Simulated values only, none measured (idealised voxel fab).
Process module, titled voxel self aligned contacts
Shown is cross-section cut, with a width of 145 nm and square cells of size 5 nm.
Heads up, the way a cross-section reads in here is a grid of square cells, handed over as bands from the top down, with every band being one or more rows of cells. Band: top height; bottom height; in nm. Then, left to right: material with width in nm, for each material. "full width": a single material spanning edge to edge. "empty": empty space. Zero point of the height axis is 0; under it, received wafer = one material. Lowest band: continues down indefinitely, "0..down". A width such as "30->40" changes by the same amount from each row of cells to the next, from the band's top row to its bottom row. Step marked "identical to before"? Then no cell in the cross-section changed in it. For the entry "Completely enclosed voids", the listed items are empty spaces with no open way to the top whose size is 8 cells or more; each item follows the pattern width x height at distance, where distance is from the left edge and all three are in nm. It should be noted that, on the line of a given step, the content following the step's settings is a remark produced by the simulator itself with respect to that step. When a step includes a mask, the "overlay nm" setting on its line states how far to the right of its planned place that mask lay, and negative values state how far to the left.
-- The planned process steps are enumerated hereunder
| 1 | RECEIVE,material Si |
| 2 | OXIDIZE,depth nm 5 |
| 3 | DIRECTIONAL_DEP,material polySi,thk nm 30 |
| 4 | DIRECTIONAL_DEP,material SiN,thk nm 20 |
| 5 | PATTERN,tone cover,mask id GATE,material resist,width nm 30,pitch nm 75,thk nm 15,overlay nm 0 |
| 6 | DIRECTIONAL_ETCH,etch materials SiN,depth nm 20 |
| 7 | DIRECTIONAL_ETCH,etch materials polySi,depth nm 30 |
| 8 | STRIP,etch materials resist |
| 9 | CONFORMAL_DEP,material SiN,thk nm 10 |
| 10 | DIRECTIONAL_ETCH,etch materials SiN,depth nm 10 |
| 11 | FILL_DEP,material SiO2,thk nm 15 |
| 12 | CMP,height nm 55 |
| 13 | MASKED_ETCH,tone open,mask id CONTACT,width nm 55,etch materials SiO2,depth nm 60,overlay nm 0 |
| 14 | CONFORMAL_DEP,material TiN,thk nm 5 |
| 15 | FILL_DEP,material Ru,thk nm 10 |
| 16 | CMP,height nm 55 |
| 17 | CONFORMAL_DEP,material SiN,thk nm 5 |
-- Incoming wafer, cross-sectional view, post step 1
  0..down  Si full width
  Completely enclosed voids: none
-- Wafer cross-section at module end: first of two, run to plan
  60..55  SiN full width
  55..50  SiO2=45  TiN=20  Ru=15  TiN=20  SiO2=45
  50..30  SiO2=10  SiN=50  TiN=5  Ru=15  TiN=5  SiN=50  SiO2=10
  30..0  SiO2=10  SiN=10  polySi=30  SiN=10  TiN=5  Ru=15  TiN=5  SiN=10  polySi=30  SiN=10  SiO2=10
  0..-5  SiO2=60  TiN=25  SiO2=60
  -5..down  Si full width
  Completely enclosed voids: none
-- Cross-sectional view of the second of two wafers upon completion of the module. This wafer shared its starting condition and process plan with the first; one error was made during its execution
  60..55  SiN full width
  55..35  SiO2=10  SiN=10  polySi=30  SiN=10  TiN=5  Ru=15  TiN=5  SiN=10  polySi=30  SiN=10  SiO2=10
  35..30  SiO2=10  SiN=10  polySi=30  SiN=10  TiN=25  SiN=10  polySi=30  SiN=10  SiO2=10
  30..0  polySi full width
  0..-5  SiO2 full width
  -5..down  Si full width
  Completely enclosed voids: none
The mistake made against the process plan was this: step 3 of the plan was performed twice
at the end the second wafer has, in cells: -21 Ru, -88 SiN, -33 SiO2, -20 TiN, +162 polySi
